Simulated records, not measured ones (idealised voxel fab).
process module | voxel released beams
cross-section cut | 260 nm wide | cells 5 nm
A cross-section is a grid of square cells, given in bands from the top down. A band is one or more rows of cells.
Each band's line starts with the height of the band's top and of its bottom, in nm. Then come its materials from left to right, each with its width in nm. One material with "throughout" fills the band from edge to edge. "air" is empty space.
Height 0 is the level under which the wafer as received is all one material. The lowest band goes on downwards, as in "0 down".
A width such as "30 to 40" changes by the same amount from each row of cells to the next, from the band's top row to its bottom row.
"no change" after a step means that no cell of the cross-section changed.
closed voids: empty space of 8 cells or more with no open way to the top, each as width x height at its distance from the left edge, in nm
after a step's settings: what the simulator itself notes on the step
overlay nm, on a step with a mask: how far to the right of its planned place the mask lay; to the left if negative
plan
1 op RECEIVE | material Si
2 op CONFORMAL_DEP | material Al2O3 | thk nm 5
3 op DIRECTIONAL_DEP | material SiO2 | thk nm 10
4 op PATTERN | tone open | mask id ANCHOR | material resist | width nm 25 | thk nm 20 | overlay nm 0
5 op DIRECTIONAL_ETCH | etch materials SiO2 | depth nm 10
6 op STRIP | etch materials resist
7 op CONFORMAL_DEP | material SiN | thk nm 10
8 op PATTERN | tone cover | mask id BEAM | material resist | width nm 105 | thk nm 15 | overlay nm 0
9 op DIRECTIONAL_ETCH | etch materials SiN | depth nm 10
10 op STRIP | etch materials resist
11 op STRIP | etch materials SiO2
first wafer, as planned
as received, after step 1
  0 down: Si throughout
  closed voids: none
after step 2
  5 to 0: Al2O3 throughout
  below 0: unchanged
after step 3
  15 to 5: SiO2 throughout
  below 5: unchanged
after step 4
  35 to 15: resist 80 | air 25 | resist 155
  below 15: unchanged
after step 5
  35 to 15: resist 80 | air 25 | resist 155
  15 to 5: SiO2 80 | air 25 | SiO2 155
  below 5: unchanged
after step 6
  15 to 5: SiO2 80 | air 25 | SiO2 155
  below 5: unchanged
after step 7
  25 to 15: SiN 90 | air 5 | SiN 165
  15 to 5: SiO2 80 | SiN 25 | SiO2 155
  below 5: unchanged
after step 8
  40 to 25: air 75 | resist 105 | air 80
  25 to 15: SiN 90 | resist 5 | SiN 165
  below 15: unchanged
after step 9
  40 to 25: air 75 | resist 105 | air 80
  25 to 15: air 75 | SiN 15 | resist 5 | SiN 85 | air 80
  below 15: unchanged
after step 10
  25 to 15: air 75 | SiN 15 | air 5 | SiN 85 | air 80
  below 15: unchanged
after step 11
  25 to 15: air 75 | SiN 15 | air 5 | SiN 85 | air 80
  15 to 5: air 80 | SiN 25 | air 155
  below 5: unchanged
second wafer: like start, like plan, one mistake. Through step 1 it matches the first wafer
when step 2 should have ended
  10 to 0: SiO2 throughout
  below 0: unchanged
when step 3 should have ended
  15 to 10: Al2O3 throughout
  below 10: unchanged
when step 4 should have ended
  35 to 15: resist 80 | air 25 | resist 155
  below 15: unchanged
when step 5 should have ended: no change
when step 6 should have ended
  15 to 10: Al2O3 throughout
  below 10: unchanged
when step 7 should have ended
  25 to 15: SiN throughout
  below 15: unchanged
when step 8 should have ended
  40 to 25: air 75 | resist 105 | air 80
  below 25: unchanged
when step 9 should have ended
  40 to 25: air 75 | resist 105 | air 80
  25 to 15: air 75 | SiN 105 | air 80
  below 15: unchanged
when step 10 should have ended
  25 to 15: air 75 | SiN 105 | air 80
  below 15: unchanged
when step 11 should have ended: no change
what went wrong: steps 2 and 3 were swapped
at the end the second wafer has, in cells: 8 fewer of SiN | 104 more of SiO2
